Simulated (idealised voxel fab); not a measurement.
Name of the process module below: voxel trench capacitor
The width of the displayed cross-section, cut, is 255 nm; its cells are square, with a size of 5 nm.
Cross-section, as written here: a square-cell grid given band by band from the top down, where a band holds one or more rows of cells.
Per band: top height and bottom height in nm, followed by the left-to-right materials and their widths in nm; "all across" marks a single material spanning edge to edge, "air" marks empty space.
Note: height 0 marks the level under which the wafer is uniformly one material as received. Lowest band unbounded below, written "0 -> down".
When a width is written as two numbers, as in "30 to 40", the first number is the width in the top row of cells of the band and the second is the width in its bottom row, and the width changes by the same amount from each row to the next.
"no alterations made", as given for a step, is the statement that not any cell of the cross-section underwent a change during that step.
Basically, "Sealed internal voids" tells you about the enclosed voids: empty spaces with no open way to the top, 8 cells or bigger, each written width x height at distance, where distance is from the left edge, all in nm.
Post-settings text on a step line: simulator's own remark regarding the step.
What "overlay nm" on a step's line means: if the step has a mask, that mask lay this far to the right of its planned place, or, when the value is negative, to the left.
Reading guide: pairs of cross-sections, before and after one process step; after view cut off at lowest changed band; step and settings listed under each pair. Pairs may stem from different runs of this module on the same starting wafer; continuity with the pair above only where the "Pre-process state" entry states it.
### Pre-process state
  0 -> down | Si all across
  Sealed internal voids: none
### Structure After Step
  10 -> 0 | SiN all across
  Note: structure below 0 unchanged.
  Sealed internal voids: none
Q: step between the cross-sections above? A: op CONFORMAL_DEP | material SiN | thk nm 10
Pre-process state: nothing new to draw here, it's the after view of the pair just above.
### Structure After Step
  10 -> 0 | 45 nm SiN; 25 nm air; 20 nm SiN; 25 nm air; 20 nm SiN; 25 nm air; 20 nm SiN; 25 nm air; 50 nm SiN
  Note: structure below 0 unchanged.
  Sealed internal voids: none
Q: step between the cross-sections above? A: op MASKED_ETCH | tone open | mask id TRENCH | width nm 25 | pitch nm 45 | etch materials SiN | depth nm 10 | overlay nm 0
Pre-process state: nothing new to draw here, it's the after view of the pair just above.
### Structure After Step
  10 -> 0 | 45 nm SiN; 25 nm air; 20 nm SiN; 25 nm air; 20 nm SiN; 25 nm air; 20 nm SiN; 25 nm air; 50 nm SiN
  0 -> -25 | 45 nm Si; 25 nm air; 20 nm Si; 25 nm air; 20 nm Si; 25 nm air; 20 nm Si; 25 nm air; 50 nm Si
  Note: structure below -25 unchanged.
  Sealed internal voids: none
Q: step between the cross-sections above? A: op MASKED_ETCH | tone open | mask id TRENCH | width nm 25 | pitch nm 45 | etch materials Si | depth nm 25 | overlay nm 0
Pre-process state: nothing new to draw here, it's the after view of the pair just above.
### Structure After Step
  15 -> 10 | 50 nm Al2O3; 15 nm air; 30 nm Al2O3; 15 nm air; 30 nm Al2O3; 15 nm air; 30 nm Al2O3; 15 nm air; 55 nm Al2O3
  10 -> 0 | 45 nm SiN; 5 nm Al2O3; 15 nm air; 5 nm Al2O3; 20 nm SiN; 5 nm Al2O3; 15 nm air; 5 nm Al2O3; 20 nm SiN; 5 nm Al2O3; 15 nm air; 5 nm Al2O3; 20 nm SiN; 5 nm Al2O3; 15 nm air; 5 nm Al2O3; 50 nm SiN
  0 -> -20 | 45 nm Si; 5 nm Al2O3; 15 nm air; 5 nm Al2O3; 20 nm Si; 5 nm Al2O3; 15 nm air; 5 nm Al2O3; 20 nm Si; 5 nm Al2O3; 15 nm air; 5 nm Al2O3; 20 nm Si; 5 nm Al2O3; 15 nm air; 5 nm Al2O3; 50 nm Si
  -20 -> -25 | 45 nm Si; 25 nm Al2O3; 20 nm Si; 25 nm Al2O3; 20 nm Si; 25 nm Al2O3; 20 nm Si; 25 nm Al2O3; 50 nm Si
  Note: structure below -25 unchanged.
  Sealed internal voids: none
Q: step between the cross-sections above? A: op CONFORMAL_DEP | material Al2O3 | thk nm 5
Pre-process state: nothing new to draw here, it's the after view of the pair just above.
### Structure After Step
  20 -> 15 | 55 nm TiN; 5 nm air; 40 nm TiN; 5 nm air; 40 nm TiN; 5 nm air; 40 nm TiN; 5 nm air; 60 nm TiN
  15 -> 10 | 50 nm Al2O3; 5 nm TiN; 5 nm air; 5 nm TiN; 30 nm Al2O3; 5 nm TiN; 5 nm air; 5 nm TiN; 30 nm Al2O3; 5 nm TiN; 5 nm air; 5 nm TiN; 30 nm Al2O3; 5 nm TiN; 5 nm air; 5 nm TiN; 55 nm Al2O3
  10 -> 0 | 45 nm SiN; 5 nm Al2O3; 5 nm TiN; 5 nm air; 5 nm TiN; 5 nm Al2O3; 20 nm SiN; 5 nm Al2O3; 5 nm TiN; 5 nm air; 5 nm TiN; 5 nm Al2O3; 20 nm SiN; 5 nm Al2O3; 5 nm TiN; 5 nm air; 5 nm TiN; 5 nm Al2O3; 20 nm SiN; 5 nm Al2O3; 5 nm TiN; 5 nm air; 5 nm TiN; 5 nm Al2O3; 50 nm SiN
  0 -> -15 | 45 nm Si; 5 nm Al2O3; 5 nm TiN; 5 nm air; 5 nm TiN; 5 nm Al2O3; 20 nm Si; 5 nm Al2O3; 5 nm TiN; 5 nm air; 5 nm TiN; 5 nm Al2O3; 20 nm Si; 5 nm Al2O3; 5 nm TiN; 5 nm air; 5 nm TiN; 5 nm Al2O3; 20 nm Si; 5 nm Al2O3; 5 nm TiN; 5 nm air; 5 nm TiN; 5 nm Al2O3; 50 nm Si
  -15 -> -20 | 45 nm Si; 5 nm Al2O3; 15 nm TiN; 5 nm Al2O3; 20 nm Si; 5 nm Al2O3; 15 nm TiN; 5 nm Al2O3; 20 nm Si; 5 nm Al2O3; 15 nm TiN; 5 nm Al2O3; 20 nm Si; 5 nm Al2O3; 15 nm TiN; 5 nm Al2O3; 50 nm Si
  Note: structure below -20 unchanged.
  Sealed internal voids: none
Q: step between the cross-sections above? A: op CONFORMAL_DEP | material TiN | thk nm 5
Pre-process state: nothing new to draw here, it's the after view of the pair just above.
### Structure After Step
  25 -> 20 | W all across
  20 -> 15 | 55 nm TiN; 5 nm W; 40 nm TiN; 5 nm W; 40 nm TiN; 5 nm W; 40 nm TiN; 5 nm W; 60 nm TiN
  15 -> 10 | 50 nm Al2O3; 5 nm TiN; 5 nm W; 5 nm TiN; 30 nm Al2O3; 5 nm TiN; 5 nm W; 5 nm TiN; 30 nm Al2O3; 5 nm TiN; 5 nm W; 5 nm TiN; 30 nm Al2O3; 5 nm TiN; 5 nm W; 5 nm TiN; 55 nm Al2O3
  10 -> 0 | 45 nm SiN; 5 nm Al2O3; 5 nm TiN; 5 nm W; 5 nm TiN; 5 nm Al2O3; 20 nm SiN; 5 nm Al2O3; 5 nm TiN; 5 nm W; 5 nm TiN; 5 nm Al2O3; 20 nm SiN; 5 nm Al2O3; 5 nm TiN; 5 nm W; 5 nm TiN; 5 nm Al2O3; 20 nm SiN; 5 nm Al2O3; 5 nm TiN; 5 nm W; 5 nm TiN; 5 nm Al2O3; 50 nm SiN
  0 -> -15 | 45 nm Si; 5 nm Al2O3; 5 nm TiN; 5 nm W; 5 nm TiN; 5 nm Al2O3; 20 nm Si; 5 nm Al2O3; 5 nm TiN; 5 nm W; 5 nm TiN; 5 nm Al2O3; 20 nm Si; 5 nm Al2O3; 5 nm TiN; 5 nm W; 5 nm TiN; 5 nm Al2O3; 20 nm Si; 5 nm Al2O3; 5 nm TiN; 5 nm W; 5 nm TiN; 5 nm Al2O3; 50 nm Si
  Note: structure below -15 unchanged.
  Sealed internal voids: none
Q: step between the cross-sections above? A: op FILL_DEP | material W | thk nm 5
Pre-process state: nothing new to draw here, it's the after view of the pair just above.
### Structure After Step
  10 -> 0 | 45 nm SiN; 5 nm Al2O3; 5 nm TiN; 5 nm W; 5 nm TiN; 5 nm Al2O3; 20 nm SiN; 5 nm Al2O3; 5 nm TiN; 5 nm W; 5 nm TiN; 5 nm Al2O3; 20 nm SiN; 5 nm Al2O3; 5 nm TiN; 5 nm W; 5 nm TiN; 5 nm Al2O3; 20 nm SiN; 5 nm Al2O3; 5 nm TiN; 5 nm W; 5 nm TiN; 5 nm Al2O3; 50 nm SiN
  Note: structure below 0 unchanged.
  Sealed internal voids: none
Q: step between the cross-sections above? A: op CMP | height nm 10
### Pre-process state
  10 -> 0 | 45 nm SiN; 25 nm air; 20 nm SiN; 25 nm air; 20 nm SiN; 25 nm air; 20 nm SiN; 25 nm air; 50 nm SiN
  0 -> -25 | 45 nm Si; 25 nm air; 20 nm Si; 25 nm air; 20 nm Si; 25 nm air; 20 nm Si; 25 nm air; 50 nm Si
  -25 -> down | Si all across
  Sealed internal voids: none
### Structure After Step
  10 -> 0 | 45 nm SiN; 25 nm air; 20 nm SiN; 25 nm air; 20 nm SiN; 25 nm air; 20 nm SiN; 25 nm air; 50 nm SiN
  0 -> -50 | 45 nm Si; 25 nm air; 20 nm Si; 25 nm air; 20 nm Si; 25 nm air; 20 nm Si; 25 nm air; 50 nm Si
  Note: structure below -50 unchanged.
  Sealed internal voids: none
Q: step between the cross-sections above? A: op MASKED_ETCH | tone open | mask id TRENCH | width nm 25 | pitch nm 45 | etch materials Si | depth nm 25 | overlay nm 0
Pre-process state: nothing new to draw here, it's the after view of the pair just above.
### Structure After Step
  15 -> 10 | 50 nm Al2O3; 15 nm air; 30 nm Al2O3; 15 nm air; 30 nm Al2O3; 15 nm air; 30 nm Al2O3; 15 nm air; 55 nm Al2O3
  10 -> 0 | 45 nm SiN; 5 nm Al2O3; 15 nm air; 5 nm Al2O3; 20 nm SiN; 5 nm Al2O3; 15 nm air; 5 nm Al2O3; 20 nm SiN; 5 nm Al2O3; 15 nm air; 5 nm Al2O3; 20 nm SiN; 5 nm Al2O3; 15 nm air; 5 nm Al2O3; 50 nm SiN
  0 -> -45 | 45 nm Si; 5 nm Al2O3; 15 nm air; 5 nm Al2O3; 20 nm Si; 5 nm Al2O3; 15 nm air; 5 nm Al2O3; 20 nm Si; 5 nm Al2O3; 15 nm air; 5 nm Al2O3; 20 nm Si; 5 nm Al2O3; 15 nm air; 5 nm Al2O3; 50 nm Si
  -45 -> -50 | 45 nm Si; 25 nm Al2O3; 20 nm Si; 25 nm Al2O3; 20 nm Si; 25 nm Al2O3; 20 nm Si; 25 nm Al2O3; 50 nm Si
  Note: structure below -50 unchanged.
  Sealed internal voids: none
Q: step between the cross-sections above? A: op CONFORMAL_DEP | material Al2O3 | thk nm 5
Pre-process state: nothing new to draw here, it's the after view of the pair just above.
### Structure After Step
  20 -> 15 | 55 nm TiN; 5 nm air; 40 nm TiN; 5 nm air; 40 nm TiN; 5 nm air; 40 nm TiN; 5 nm air; 60 nm TiN
  15 -> 10 | 50 nm Al2O3; 5 nm TiN; 5 nm air; 5 nm TiN; 30 nm Al2O3; 5 nm TiN; 5 nm air; 5 nm TiN; 30 nm Al2O3; 5 nm TiN; 5 nm air; 5 nm TiN; 30 nm Al2O3; 5 nm TiN; 5 nm air; 5 nm TiN; 55 nm Al2O3
  10 -> 0 | 45 nm SiN; 5 nm Al2O3; 5 nm TiN; 5 nm air; 5 nm TiN; 5 nm Al2O3; 20 nm SiN; 5 nm Al2O3; 5 nm TiN; 5 nm air; 5 nm TiN; 5 nm Al2O3; 20 nm SiN; 5 nm Al2O3; 5 nm TiN; 5 nm air; 5 nm TiN; 5 nm Al2O3; 20 nm SiN; 5 nm Al2O3; 5 nm TiN; 5 nm air; 5 nm TiN; 5 nm Al2O3; 50 nm SiN
  0 -> -40 | 45 nm Si; 5 nm Al2O3; 5 nm TiN; 5 nm air; 5 nm TiN; 5 nm Al2O3; 20 nm Si; 5 nm Al2O3; 5 nm TiN; 5 nm air; 5 nm TiN; 5 nm Al2O3; 20 nm Si; 5 nm Al2O3; 5 nm TiN; 5 nm air; 5 nm TiN; 5 nm Al2O3; 20 nm Si; 5 nm Al2O3; 5 nm TiN; 5 nm air; 5 nm TiN; 5 nm Al2O3; 50 nm Si
  -40 -> -45 | 45 nm Si; 5 nm Al2O3; 15 nm TiN; 5 nm Al2O3; 20 nm Si; 5 nm Al2O3; 15 nm TiN; 5 nm Al2O3; 20 nm Si; 5 nm Al2O3; 15 nm TiN; 5 nm Al2O3; 20 nm Si; 5 nm Al2O3; 15 nm TiN; 5 nm Al2O3; 50 nm Si
  Note: structure below -45 unchanged.
  Sealed internal voids: none
Q: step between the cross-sections above? A: op CONFORMAL_DEP | material TiN | thk nm 5
Pre-process state: nothing new to draw here, it's the after view of the pair just above.
### Structure After Step
  25 -> 20 | W all across
  20 -> 15 | 55 nm TiN; 5 nm W; 40 nm TiN; 5 nm W; 40 nm TiN; 5 nm W; 40 nm TiN; 5 nm W; 60 nm TiN
  15 -> 10 | 50 nm Al2O3; 5 nm TiN; 5 nm W; 5 nm TiN; 30 nm Al2O3; 5 nm TiN; 5 nm W; 5 nm TiN; 30 nm Al2O3; 5 nm TiN; 5 nm W; 5 nm TiN; 30 nm Al2O3; 5 nm TiN; 5 nm W; 5 nm TiN; 55 nm Al2O3
  10 -> 0 | 45 nm SiN; 5 nm Al2O3; 5 nm TiN; 5 nm W; 5 nm TiN; 5 nm Al2O3; 20 nm SiN; 5 nm Al2O3; 5 nm TiN; 5 nm W; 5 nm TiN; 5 nm Al2O3; 20 nm SiN; 5 nm Al2O3; 5 nm TiN; 5 nm W; 5 nm TiN; 5 nm Al2O3; 20 nm SiN; 5 nm Al2O3; 5 nm TiN; 5 nm W; 5 nm TiN; 5 nm Al2O3; 50 nm SiN
  0 -> -40 | 45 nm Si; 5 nm Al2O3; 5 nm TiN; 5 nm W; 5 nm TiN; 5 nm Al2O3; 20 nm Si; 5 nm Al2O3; 5 nm TiN; 5 nm W; 5 nm TiN; 5 nm Al2O3; 20 nm Si; 5 nm Al2O3; 5 nm TiN; 5 nm W; 5 nm TiN; 5 nm Al2O3; 20 nm Si; 5 nm Al2O3; 5 nm TiN; 5 nm W; 5 nm TiN; 5 nm Al2O3; 50 nm Si
  Note: structure below -40 unchanged.
  Sealed internal voids: none
Q: step between the cross-sections above? A: op FILL_DEP | material W | thk nm 5
Pre-process state: nothing new to draw here, it's the after view of the pair just above.
### Structure After Step
  10 -> 0 | 45 nm SiN; 5 nm Al2O3; 5 nm TiN; 5 nm W; 5 nm TiN; 5 nm Al2O3; 20 nm SiN; 5 nm Al2O3; 5 nm TiN; 5 nm W; 5 nm TiN; 5 nm Al2O3; 20 nm SiN; 5 nm Al2O3; 5 nm TiN; 5 nm W; 5 nm TiN; 5 nm Al2O3; 20 nm SiN; 5 nm Al2O3; 5 nm TiN; 5 nm W; 5 nm TiN; 5 nm Al2O3; 50 nm SiN
  Note: structure below 0 unchanged.
  Sealed internal voids: none
Q: step between the cross-sections above? A: op CMP | height nm 10
### Pre-process state
  10 -> 0 | 45 nm SiN; 25 nm air; 20 nm SiN; 25 nm air; 20 nm SiN; 25 nm air; 20 nm SiN; 25 nm air; 50 nm SiN
  0 -> -25 | 45 nm Si; 25 nm air; 20 nm Si; 25 nm air; 20 nm Si; 25 nm air; 20 nm Si; 25 nm air; 50 nm Si
  -25 -> down | Si all across
  Sealed internal voids: none
### Structure After Step
  15 -> 10 | 50 nm TiN; 15 nm air; 30 nm TiN; 15 nm air; 30 nm TiN; 15 nm air; 30 nm TiN; 15 nm air; 55 nm TiN
  10 -> 0 | 45 nm SiN; 5 nm TiN; 15 nm air; 5 nm TiN; 20 nm SiN; 5 nm TiN; 15 nm air; 5 nm TiN; 20 nm SiN; 5 nm TiN; 15 nm air; 5 nm TiN; 20 nm SiN; 5 nm TiN; 15 nm air; 5 nm TiN; 50 nm SiN
  0 -> -20 | 45 nm Si; 5 nm TiN; 15 nm air; 5 nm TiN; 20 nm Si; 5 nm TiN; 15 nm air; 5 nm TiN; 20 nm Si; 5 nm TiN; 15 nm air; 5 nm TiN; 20 nm Si; 5 nm TiN; 15 nm air; 5 nm TiN; 50 nm Si
  -20 -> -25 | 45 nm Si; 25 nm TiN; 20 nm Si; 25 nm TiN; 20 nm Si; 25 nm TiN; 20 nm Si; 25 nm TiN; 50 nm Si
  Note: structure below -25 unchanged.
  Sealed internal voids: none
Q: step between the cross-sections above? A: op CONFORMAL_DEP | material TiN | thk nm 5
Pre-process state: nothing new to draw here, it's the after view of the pair just above.
### Structure After Step
  20 -> 15 | 55 nm Al2O3; 5 nm air; 40 nm Al2O3; 5 nm air; 40 nm Al2O3; 5 nm air; 40 nm Al2O3; 5 nm air; 60 nm Al2O3
  15 -> 10 | 50 nm TiN; 5 nm Al2O3; 5 nm air; 5 nm Al2O3; 30 nm TiN; 5 nm Al2O3; 5 nm air; 5 nm Al2O3; 30 nm TiN; 5 nm Al2O3; 5 nm air; 5 nm Al2O3; 30 nm TiN; 5 nm Al2O3; 5 nm air; 5 nm Al2O3; 55 nm TiN
  10 -> 0 | 45 nm SiN; 5 nm TiN; 5 nm Al2O3; 5 nm air; 5 nm Al2O3; 5 nm TiN; 20 nm SiN; 5 nm TiN; 5 nm Al2O3; 5 nm air; 5 nm Al2O3; 5 nm TiN; 20 nm SiN; 5 nm TiN; 5 nm Al2O3; 5 nm air; 5 nm Al2O3; 5 nm TiN; 20 nm SiN; 5 nm TiN; 5 nm Al2O3; 5 nm air; 5 nm Al2O3; 5 nm TiN; 50 nm SiN
  0 -> -15 | 45 nm Si; 5 nm TiN; 5 nm Al2O3; 5 nm air; 5 nm Al2O3; 5 nm TiN; 20 nm Si; 5 nm TiN; 5 nm Al2O3; 5 nm air; 5 nm Al2O3; 5 nm TiN; 20 nm Si; 5 nm TiN; 5 nm Al2O3; 5 nm air; 5 nm Al2O3; 5 nm TiN; 20 nm Si; 5 nm TiN; 5 nm Al2O3; 5 nm air; 5 nm Al2O3; 5 nm TiN; 50 nm Si
  -15 -> -20 | 45 nm Si; 5 nm TiN; 15 nm Al2O3; 5 nm TiN; 20 nm Si; 5 nm TiN; 15 nm Al2O3; 5 nm TiN; 20 nm Si; 5 nm TiN; 15 nm Al2O3; 5 nm TiN; 20 nm Si; 5 nm TiN; 15 nm Al2O3; 5 nm TiN; 50 nm Si
  Note: structure below -20 unchanged.
  Sealed internal voids: none
Q: step between the cross-sections above? A: op CONFORMAL_DEP | material Al2O3 | thk nm 5
Pre-process state: nothing new to draw here, it's the after view of the pair just above.
### Structure After Step
  25 -> 20 | W all across
  20 -> 15 | 55 nm Al2O3; 5 nm W; 40 nm Al2O3; 5 nm W; 40 nm Al2O3; 5 nm W; 40 nm Al2O3; 5 nm W; 60 nm Al2O3
  15 -> 10 | 50 nm TiN; 5 nm Al2O3; 5 nm W; 5 nm Al2O3; 30 nm TiN; 5 nm Al2O3; 5 nm W; 5 nm Al2O3; 30 nm TiN; 5 nm Al2O3; 5 nm W; 5 nm Al2O3; 30 nm TiN; 5 nm Al2O3; 5 nm W; 5 nm Al2O3; 55 nm TiN
  10 -> 0 | 45 nm SiN; 5 nm TiN; 5 nm Al2O3; 5 nm W; 5 nm Al2O3; 5 nm TiN; 20 nm SiN; 5 nm TiN; 5 nm Al2O3; 5 nm W; 5 nm Al2O3; 5 nm TiN; 20 nm SiN; 5 nm TiN; 5 nm Al2O3; 5 nm W; 5 nm Al2O3; 5 nm TiN; 20 nm SiN; 5 nm TiN; 5 nm Al2O3; 5 nm W; 5 nm Al2O3; 5 nm TiN; 50 nm SiN
  0 -> -15 | 45 nm Si; 5 nm TiN; 5 nm Al2O3; 5 nm W; 5 nm Al2O3; 5 nm TiN; 20 nm Si; 5 nm TiN; 5 nm Al2O3; 5 nm W; 5 nm Al2O3; 5 nm TiN; 20 nm Si; 5 nm TiN; 5 nm Al2O3; 5 nm W; 5 nm Al2O3; 5 nm TiN; 20 nm Si; 5 nm TiN; 5 nm Al2O3; 5 nm W; 5 nm Al2O3; 5 nm TiN; 50 nm Si
  Note: structure below -15 unchanged.
  Sealed internal voids: none
Q: step between the cross-sections above? A: op FILL_DEP | material W | thk nm 5
Pre-process state: nothing new to draw here, it's the after view of the pair just above.
### Structure After Step
  10 -> 0 | 45 nm SiN; 5 nm TiN; 5 nm Al2O3; 5 nm W; 5 nm Al2O3; 5 nm TiN; 20 nm SiN; 5 nm TiN; 5 nm Al2O3; 5 nm W; 5 nm Al2O3; 5 nm TiN; 20 nm SiN; 5 nm TiN; 5 nm Al2O3; 5 nm W; 5 nm Al2O3; 5 nm TiN; 20 nm SiN; 5 nm TiN; 5 nm Al2O3; 5 nm W; 5 nm Al2O3; 5 nm TiN; 50 nm SiN
  Note: structure below 0 unchanged.
  Sealed internal voids: none
Q: step between the cross-sections above? A: op CMP | height nm 10
### Pre-process state
  10 -> 0 | 45 nm SiN; 25 nm air; 20 nm SiN; 25 nm air; 20 nm SiN; 25 nm air; 20 nm SiN; 25 nm air; 50 nm SiN
  0 -> down | Si all across
  Sealed internal voids: none
### Structure After Step
  10 -> 0 | 45 nm SiN; 25 nm air; 20 nm SiN; 25 nm air; 20 nm SiN; 25 nm air; 20 nm SiN; 25 nm air; 50 nm SiN
  0 -> -15 | 45 nm Si; 25 nm air; 20 nm Si; 25 nm air; 20 nm Si; 25 nm air; 20 nm Si; 25 nm air; 50 nm Si
  Note: structure below -15 unchanged.
  Sealed internal voids: none
Q: step between the cross-sections above? A: op MASKED_ETCH | tone open | mask id TRENCH | width nm 25 | pitch nm 45 | etch materials Si | depth nm 15 | overlay nm 0
Pre-process state: nothing new to draw here, it's the after view of the pair just above.
### Structure After Step
  15 -> 10 | 50 nm Al2O3; 15 nm air; 30 nm Al2O3; 15 nm air; 30 nm Al2O3; 15 nm air; 30 nm Al2O3; 15 nm air; 55 nm Al2O3
  10 -> 0 | 45 nm SiN; 5 nm Al2O3; 15 nm air; 5 nm Al2O3; 20 nm SiN; 5 nm Al2O3; 15 nm air; 5 nm Al2O3; 20 nm SiN; 5 nm Al2O3; 15 nm air; 5 nm Al2O3; 20 nm SiN; 5 nm Al2O3; 15 nm air; 5 nm Al2O3; 50 nm SiN
  0 -> -10 | 45 nm Si; 5 nm Al2O3; 15 nm air; 5 nm Al2O3; 20 nm Si; 5 nm Al2O3; 15 nm air; 5 nm Al2O3; 20 nm Si; 5 nm Al2O3; 15 nm air; 5 nm Al2O3; 20 nm Si; 5 nm Al2O3; 15 nm air; 5 nm Al2O3; 50 nm Si
  -10 -> -15 | 45 nm Si; 25 nm Al2O3; 20 nm Si; 25 nm Al2O3; 20 nm Si; 25 nm Al2O3; 20 nm Si; 25 nm Al2O3; 50 nm Si
  Note: structure below -15 unchanged.
  Sealed internal voids: none
Q: step between the cross-sections above? A: op CONFORMAL_DEP | material Al2O3 | thk nm 5
Pre-process state: nothing new to draw here, it's the after view of the pair just above.
### Structure After Step
  20 -> 15 | 55 nm TiN; 5 nm air; 40 nm TiN; 5 nm air; 40 nm TiN; 5 nm air; 40 nm TiN; 5 nm air; 60 nm TiN
  15 -> 10 | 50 nm Al2O3; 5 nm TiN; 5 nm air; 5 nm TiN; 30 nm Al2O3; 5 nm TiN; 5 nm air; 5 nm TiN; 30 nm Al2O3; 5 nm TiN; 5 nm air; 5 nm TiN; 30 nm Al2O3; 5 nm TiN; 5 nm air; 5 nm TiN; 55 nm Al2O3
  10 -> 0 | 45 nm SiN; 5 nm Al2O3; 5 nm TiN; 5 nm air; 5 nm TiN; 5 nm Al2O3; 20 nm SiN; 5 nm Al2O3; 5 nm TiN; 5 nm air; 5 nm TiN; 5 nm Al2O3; 20 nm SiN; 5 nm Al2O3; 5 nm TiN; 5 nm air; 5 nm TiN; 5 nm Al2O3; 20 nm SiN; 5 nm Al2O3; 5 nm TiN; 5 nm air; 5 nm TiN; 5 nm Al2O3; 50 nm SiN
  0 -> -5 | 45 nm Si; 5 nm Al2O3; 5 nm TiN; 5 nm air; 5 nm TiN; 5 nm Al2O3; 20 nm Si; 5 nm Al2O3; 5 nm TiN; 5 nm air; 5 nm TiN; 5 nm Al2O3; 20 nm Si; 5 nm Al2O3; 5 nm TiN; 5 nm air; 5 nm TiN; 5 nm Al2O3; 20 nm Si; 5 nm Al2O3; 5 nm TiN; 5 nm air; 5 nm TiN; 5 nm Al2O3; 50 nm Si
  -5 -> -10 | 45 nm Si; 5 nm Al2O3; 15 nm TiN; 5 nm Al2O3; 20 nm Si; 5 nm Al2O3; 15 nm TiN; 5 nm Al2O3; 20 nm Si; 5 nm Al2O3; 15 nm TiN; 5 nm Al2O3; 20 nm Si; 5 nm Al2O3; 15 nm TiN; 5 nm Al2O3; 50 nm Si
  Note: structure below -10 unchanged.
  Sealed internal voids: none
Q: step between the cross-sections above? A: op CONFORMAL_DEP | material TiN | thk nm 5
Pre-process state: nothing new to draw here, it's the after view of the pair just above.
### Structure After Step
  25 -> 20 | W all across
  20 -> 15 | 55 nm TiN; 5 nm W; 40 nm TiN; 5 nm W; 40 nm TiN; 5 nm W; 40 nm TiN; 5 nm W; 60 nm TiN
  15 -> 10 | 50 nm Al2O3; 5 nm TiN; 5 nm W; 5 nm TiN; 30 nm Al2O3; 5 nm TiN; 5 nm W; 5 nm TiN; 30 nm Al2O3; 5 nm TiN; 5 nm W; 5 nm TiN; 30 nm Al2O3; 5 nm TiN; 5 nm W; 5 nm TiN; 55 nm Al2O3
  10 -> 0 | 45 nm SiN; 5 nm Al2O3; 5 nm TiN; 5 nm W; 5 nm TiN; 5 nm Al2O3; 20 nm SiN; 5 nm Al2O3; 5 nm TiN; 5 nm W; 5 nm TiN; 5 nm Al2O3; 20 nm SiN; 5 nm Al2O3; 5 nm TiN; 5 nm W; 5 nm TiN; 5 nm Al2O3; 20 nm SiN; 5 nm Al2O3; 5 nm TiN; 5 nm W; 5 nm TiN; 5 nm Al2O3; 50 nm SiN
  0 -> -5 | 45 nm Si; 5 nm Al2O3; 5 nm TiN; 5 nm W; 5 nm TiN; 5 nm Al2O3; 20 nm Si; 5 nm Al2O3; 5 nm TiN; 5 nm W; 5 nm TiN; 5 nm Al2O3; 20 nm Si; 5 nm Al2O3; 5 nm TiN; 5 nm W; 5 nm TiN; 5 nm Al2O3; 20 nm Si; 5 nm Al2O3; 5 nm TiN; 5 nm W; 5 nm TiN; 5 nm Al2O3; 50 nm Si
  Note: structure below -5 unchanged.
  Sealed internal voids: none
Q: step between the cross-sections above? A: op FILL_DEP | material W | thk nm 5
Pre-process state: nothing new to draw here, it's the after view of the pair just above.
### Structure After Step
  10 -> 0 | 45 nm SiN; 5 nm Al2O3; 5 nm TiN; 5 nm W; 5 nm TiN; 5 nm Al2O3; 20 nm SiN; 5 nm Al2O3; 5 nm TiN; 5 nm W; 5 nm TiN; 5 nm Al2O3; 20 nm SiN; 5 nm Al2O3; 5 nm TiN; 5 nm W; 5 nm TiN; 5 nm Al2O3; 20 nm SiN; 5 nm Al2O3; 5 nm TiN; 5 nm W; 5 nm TiN; 5 nm Al2O3; 50 nm SiN
  Note: structure below 0 unchanged.
  Sealed internal voids: none
Q: step between the cross-sections above? A: op CMP | height nm 10
### Pre-process state
  10 -> 0 | SiN all across
  0 -> down | Si all across
  Sealed internal voids: none
### Structure After Step
  10 -> 0 | 50 nm SiN; 20 nm air; 25 nm SiN; 20 nm air; 25 nm SiN; 20 nm air; 25 nm SiN; 20 nm air; 50 nm SiN
  Note: structure below 0 unchanged.
  Sealed internal voids: none
Q: step between the cross-sections above? A: op MASKED_ETCH | tone open | mask id TRENCH | width nm 20 | pitch nm 45 | etch materials SiN | depth nm 10 | overlay nm 0
Pre-process state: nothing new to draw here, it's the after view of the pair just above.
### Structure After Step
  10 -> 0 | 50 nm SiN; 20 nm air; 25 nm SiN; 20 nm air; 25 nm SiN; 20 nm air; 25 nm SiN; 20 nm air; 50 nm SiN
  0 -> -25 | 50 nm Si; 20 nm air; 25 nm Si; 20 nm air; 25 nm Si; 20 nm air; 25 nm Si; 20 nm air; 50 nm Si
  Note: structure below -25 unchanged.
  Sealed internal voids: none
Q: step between the cross-sections above? A: op MASKED_ETCH | tone open | mask id TRENCH | width nm 25 | pitch nm 45 | etch materials Si | depth nm 25 | overlay nm 0
Pre-process state: nothing new to draw here, it's the after view of the pair just above.
### Structure After Step
  15 -> 10 | 55 nm Al2O3; 10 nm air; 35 nm Al2O3; 10 nm air; 35 nm Al2O3; 10 nm air; 35 nm Al2O3; 10 nm air; 55 nm Al2O3
  10 -> 0 | 50 nm SiN; 5 nm Al2O3; 10 nm air; 5 nm Al2O3; 25 nm SiN; 5 nm Al2O3; 10 nm air; 5 nm Al2O3; 25 nm SiN; 5 nm Al2O3; 10 nm air; 5 nm Al2O3; 25 nm SiN; 5 nm Al2O3; 10 nm air; 5 nm Al2O3; 50 nm SiN
  0 -> -20 | 50 nm Si; 5 nm Al2O3; 10 nm air; 5 nm Al2O3; 25 nm Si; 5 nm Al2O3; 10 nm air; 5 nm Al2O3; 25 nm Si; 5 nm Al2O3; 10 nm air; 5 nm Al2O3; 25 nm Si; 5 nm Al2O3; 10 nm air; 5 nm Al2O3; 50 nm Si
  -20 -> -25 | 50 nm Si; 20 nm Al2O3; 25 nm Si; 20 nm Al2O3; 25 nm Si; 20 nm Al2O3; 25 nm Si; 20 nm Al2O3; 50 nm Si
  Note: structure below -25 unchanged.
  Sealed internal voids: none
Q: step between the cross-sections above? A: op CONFORMAL_DEP | material Al2O3 | thk nm 5
Pre-process state: nothing new to draw here, it's the after view of the pair just above.
### Structure After Step
  20 -> 15 | TiN all across
  15 -> 10 | 55 nm Al2O3; 10 nm TiN; 35 nm Al2O3; 10 nm TiN; 35 nm Al2O3; 10 nm TiN; 35 nm Al2O3; 10 nm TiN; 55 nm Al2O3
  10 -> 0 | 50 nm SiN; 5 nm Al2O3; 10 nm TiN; 5 nm Al2O3; 25 nm SiN; 5 nm Al2O3; 10 nm TiN; 5 nm Al2O3; 25 nm SiN; 5 nm Al2O3; 10 nm TiN; 5 nm Al2O3; 25 nm SiN; 5 nm Al2O3; 10 nm TiN; 5 nm Al2O3; 50 nm SiN
  0 -> -20 | 50 nm Si; 5 nm Al2O3; 10 nm TiN; 5 nm Al2O3; 25 nm Si; 5 nm Al2O3; 10 nm TiN; 5 nm Al2O3; 25 nm Si; 5 nm Al2O3; 10 nm TiN; 5 nm Al2O3; 25 nm Si; 5 nm Al2O3; 10 nm TiN; 5 nm Al2O3; 50 nm Si
  Note: structure below -20 unchanged.
  Sealed internal voids: none
Q: step between the cross-sections above? A: op CONFORMAL_DEP | material TiN | thk nm 5
Pre-process state: nothing new to draw here, it's the after view of the pair just above.
### Structure After Step
  25 -> 20 | W all across
  Note: structure below 20 unchanged.
  Sealed internal voids: none
Q: step between the cross-sections above? A: op FILL_DEP | material W | thk nm 5
